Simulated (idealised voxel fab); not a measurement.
Process module in this document: voxel released beams
The figure presents cross-section cut, which has a width of 260 nm and is divided into square cells with an edge length of 5 nm.
Cross-sections here: square-cell grids, written as top-down lists of bands, a band being one or more rows of cells. Per band: top height and bottom height in nm, followed by the left-to-right materials and their widths in nm; "full width" marks a single material spanning edge to edge, "empty" marks empty space. Height reference: 0 = level under which incoming wafer is all one material. Lowest band: no bottom, runs on downward, e.g. "0 -> down". Graded width ("30 to 40"): value in top row of band = first number; value in bottom row = second number; row-to-row change constant. "nothing changed" (step): cross-section cells unchanged, all of them. Any empty space of 8 cells or more lacking an open way to the top shows up in "Closed void listing" as width x height at distance, distance from the left edge, in nm. Past the settings on a step's line: simulator remark, on that step. "overlay nm" on a masked step: distance the mask lay right of its planned place, negative for left.
### Process steps foreseen in the plan
- 1: RECEIVE | material Si
- 2: CONFORMAL_DEP | material SiN | thk nm 5
- 3: DIRECTIONAL_DEP | material SiO2 | thk nm 20
- 4: DIRECTIONAL_DEP | material aC | thk nm 15
- 5: PATTERN | tone open | mask id ANCHOR | material resist | width nm 25 | thk nm 30 | overlay nm 0
- 6: DIRECTIONAL_ETCH | etch materials aC | depth nm 15
- 7: STRIP | etch materials resist
- 8: DIRECTIONAL_ETCH | etch materials SiO2 | depth nm 20
- 9: STRIP | etch materials aC
- 10: CONFORMAL_DEP | material W | thk nm 10
- 11: PATTERN | tone cover | mask id BEAM | material resist | width nm 80 | thk nm 15 | overlay nm 0
- 12: DIRECTIONAL_ETCH | etch materials W | depth nm 10
- 13: STRIP | etch materials resist
- 14: STRIP | etch materials SiO2
### Wafer cross-section on receipt, i.e. after step 1
  0 -> down  Si full width
  Closed void listing: none
### Post-module cross-section: identical start and plan to those above, one misstep in execution
  35 -> 25  empty 85 nm, W 40 nm, empty 135 nm
  25 -> 15  empty 80 nm, W 10 nm, SiO2 25 nm, W 10 nm, empty 135 nm
  15 -> 5  empty 80 nm, W 10 nm, SiO2 25 nm, W 50 nm, empty 95 nm
  5 -> 0  SiN full width
  0 -> down  Si full width
  Closed void listing: none
Where did the run depart from the plan? so step 5 ended up running with a different setting than we planned, it ran as PATTERN | tone cover | mask id ANCHOR | material resist | width nm 25 | thk nm 30 | overlay nm 0
